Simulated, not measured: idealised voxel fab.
process module | voxel ribs on slabs
cross-section cut | 170 nm wide | cells 5 nm
A cross-section is a grid of square cells, given in bands from the top down. A band is one or more rows of cells.
Each band's line starts with the height of the band's top and of its bottom, in nm. Then come its materials from left to right, each with its width in nm. One material with "throughout" fills the band from edge to edge. "air" is empty space.
Height 0 is the level under which the wafer as received is all one material. The lowest band goes on downwards, as in "0 down".
A width such as "30 to 40" changes by the same amount from each row of cells to the next, from the band's top row to its bottom row.
"no change" after a step means that no cell of the cross-section changed.
closed voids: empty space of 8 cells or more with no open way to the top, each as width x height at its distance from the left edge, in nm
after a step's settings: what the simulator itself notes on the step
overlay nm, on a step with a mask: how far to the right of its planned place the mask lay; to the left if negative
plan
1 op RECEIVE | material Si
2 op DIRECTIONAL_DEP | material SiO2 | thk nm 30
3 op DIRECTIONAL_DEP | material polySi | thk nm 15
4 op PATTERN | tone cover | mask id RIB | material resist | width nm 25 | thk nm 20 | overlay nm 0
5 op DIRECTIONAL_ETCH | etch materials polySi | depth nm 5
6 op STRIP | etch materials resist
7 op DIRECTIONAL_DEP | material aC | thk nm 15
8 op PATTERN | tone cover | mask id SLAB | material resist | width nm 65 | thk nm 35 | overlay nm 0
9 op DIRECTIONAL_ETCH | etch materials aC | depth nm 15
10 op STRIP | etch materials resist
11 op DIRECTIONAL_ETCH | etch materials polySi | depth nm 10
12 op STRIP | etch materials aC
13 op FILL_DEP | material SiO2 | thk nm 25
14 op CMP | height nm 60
15 op DIRECTIONAL_DEP | material W | thk nm 5
16 op DIRECTIONAL_DEP | material aC | thk nm 10
17 op PATTERN | tone cover | mask id HEATER | material resist | width nm 35 | thk nm 30 | overlay nm 0
18 op DIRECTIONAL_ETCH | etch materials aC | depth nm 10
19 op STRIP | etch materials resist
20 op DIRECTIONAL_ETCH | etch materials W | depth nm 5
21 op STRIP | etch materials aC
22 op CONFORMAL_DEP | material SiN | thk nm 5
as received, after step 1
  0 down: Si throughout
  closed voids: none
first wafer at the end, as planned
  70 to 65: air 60 | SiN 45 | air 65
  65 to 60: SiN 65 | W 35 | SiN 70
  60 to 45: SiO2 throughout
  45 to 40: SiO2 70 | polySi 25 | SiO2 75
  40 to 30: SiO2 50 | polySi 65 | SiO2 55
  30 to 0: SiO2 throughout
  0 down: Si throughout
  closed voids: none
second wafer at the end: like start, like plan, one mistake
  70 to 60: SiN throughout
  60 to 45: SiO2 throughout
  45 to 40: SiO2 70 | polySi 25 | SiO2 75
  40 to 30: SiO2 50 | polySi 65 | SiO2 55
  30 to 0: SiO2 throughout
  0 down: Si throughout
  closed voids: none
what went wrong: step 15 ran as: op DIRECTIONAL_DEP | material SiN | thk nm 5
at the end the second wafer has, in cells: 32 more of SiN | 7 fewer of W
